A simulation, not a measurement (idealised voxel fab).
process module | voxel released beams
cross-section cut | 165 nm wide | cells 5 nm
A cross-section is a grid of square cells, given in bands from the top down. A band is one or more rows of cells.
Each band's line starts with the height of the band's top and of its bottom, in nm. Then come its materials from left to right, each with its width in nm. One material with "throughout" fills the band from edge to edge. "air" is empty space.
Height 0 is the level under which the wafer as received is all one material. The lowest band goes on downwards, as in "0 down".
A width such as "30 to 40" changes by the same amount from each row of cells to the next, from the band's top row to its bottom row.
"no change" after a step means that no cell of the cross-section changed.
closed voids: empty space of 8 cells or more with no open way to the top, each as width x height at its distance from the left edge, in nm
after a step's settings: what the simulator itself notes on the step
overlay nm, on a step with a mask: how far to the right of its planned place the mask lay; to the left if negative
plan
1 op RECEIVE | material Si
2 op CONFORMAL_DEP | material SiN | thk nm 10
3 op DIRECTIONAL_DEP | material SiO2 | thk nm 20
4 op DIRECTIONAL_DEP | material aC | thk nm 15
5 op PATTERN | tone open | mask id ANCHOR | material resist | width nm 35 | thk nm 30 | overlay nm 0
6 op DIRECTIONAL_ETCH | etch materials aC | depth nm 15
7 op STRIP | etch materials resist
8 op DIRECTIONAL_ETCH | etch materials SiO2 | depth nm 20
9 op STRIP | etch materials aC
10 op CONFORMAL_DEP | material polySi | thk nm 15
11 op DIRECTIONAL_DEP | material aC | thk nm 15
12 op PATTERN | tone cover | mask id BEAM | material resist | width nm 95 | thk nm 35 | overlay nm 0
13 op DIRECTIONAL_ETCH | etch materials aC | depth nm 15
14 op STRIP | etch materials resist
15 op DIRECTIONAL_ETCH | etch materials polySi | depth nm 15
16 op STRIP | etch materials aC
17 op STRIP | etch materials SiO2
as received, after step 1
  0 down: Si throughout
  closed voids: none
first wafer at the end, as planned
  45 to 30: air 30 | polySi 20 | air 5 | polySi 70 | air 40
  30 to 25: air 35 | polySi 15 | air 5 | polySi 15 | air 95
  25 to 10: air 35 | polySi 35 | air 95
  10 to 0: SiN throughout
  0 down: Si throughout
  closed voids: none
second wafer at the end: like start, like plan, one mistake
  35 to 20: air 30 | polySi 20 | air 5 | polySi 70 | air 40
  20 to 15: air 35 | polySi 15 | air 5 | polySi 15 | air 95
  15 to 0: air 35 | polySi 35 | air 95
  0 down: Si throughout
  closed voids: none
what went wrong: step 2 was left out
at the end the second wafer has, in cells: 66 fewer of SiN
